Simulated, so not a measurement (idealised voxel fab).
Process module name: voxel air gaps
Square cells of 5 nm make up the cross-section cut, whose width is 185 nm.
Cross-section, as written here: a square-cell grid given band by band from the top down, where a band holds one or more rows of cells.
What a band's entry tells you: where the top is and where the bottom is, as heights in nm, and after that what lies inside, material by material from left to right, each with its width in nm. Empty space is written as the word "empty", and a single material marked with the word "everywhere" occupies the band from edge to edge.
Heights from 0 (as-received wafer is one material below). Bottom band endless downward, as "0 -> down".
So if you see something like "30->40" for the width, read it as the top row of the band sitting at the first number and the bottom row at the second, with every row in between moving by the same amount as the last.
A step reported as "changes: none" is a step in which no cell of the cross-section changed.
The entry titled "Trapped void list" provides the empty spaces that have no open way to the top, restricted to those of 8 cells or more. Each is presented as width x height at distance, the distance being measured from the left edge, with all three in nm.
after a step's settings: what the simulator itself notes on the step
overlay nm: mask offset rightward from planned place, masked step; negative means leftward offset.
THE PROCESS STEPS THAT WERE PLANNED ARE LISTED BELOW
1) RECEIVE | material Si
2) CONFORMAL_DEP | material SiO2 | thk nm 10
3) CONFORMAL_DEP | material SiN | thk nm 5
4) DIRECTIONAL_DEP | material lowk | thk nm 40
5) PATTERN | tone open | mask id LINES | material resist | width nm 15 | pitch nm 40 | thk nm 15 | overlay nm -15
6) DIRECTIONAL_ETCH | etch materials lowk | depth nm 40
7) STRIP | etch materials resist
8) CONFORMAL_DEP | material TiN | thk nm 5
9) FILL_DEP | material Ru | thk nm 10
10) CMP | height nm 55
11) EPI | material Ru | thk nm 10
12) SELECTIVE_ETCH | etch materials lowk | depth nm 50
13) CONFORMAL_DEP | material SiCN | thk nm 5
For this document, wafers share an identical start and vary in the step 5 overlay nm; the plan quotes the first wafer's value.
FIRST WAFER OF SEVERAL, AS RECEIVED: CROSS-SECTION AFTER STEP 1
0 -> down: Si everywhere
Trapped void list: none
ROWS = WAFERS. AT MODULE END, EACH ROW LISTS PER MATERIAL THE CELLS GAINED (+) OR LOST (-) SINCE THE WAFER WAS RECEIVED, THEN THE CLOSED VOIDS
overlay nm -15 | +63 Ru | +113 SiCN | +37 SiN | +74 SiO2 | +51 TiN | Trapped void list: 15 x 30 at 50; 15 x 30 at 90
overlay nm -10 | +63 Ru | +113 SiCN | +37 SiN | +74 SiO2 | +51 TiN | Trapped void list: 15 x 30 at 55; 15 x 30 at 95
overlay nm -5 | +63 Ru | +113 SiCN | +37 SiN | +74 SiO2 | +51 TiN | Trapped void list: 15 x 30 at 60; 15 x 30 at 100
overlay nm 0 | +63 Ru | +113 SiCN | +37 SiN | +74 SiO2 | +51 TiN | Trapped void list: 15 x 30 at 65; 15 x 30 at 105
overlay nm 5 | +63 Ru | +113 SiCN | +37 SiN | +74 SiO2 | +51 TiN | Trapped void list: 15 x 30 at 70; 15 x 30 at 110
overlay nm 10 | +63 Ru | +113 SiCN | +37 SiN | +74 SiO2 | +51 TiN | Trapped void list: 15 x 30 at 75; 15 x 30 at 115
overlay nm 15 | +63 Ru | +113 SiCN | +37 SiN | +74 SiO2 | +51 TiN | Trapped void list: 15 x 30 at 80; 15 x 30 at 120
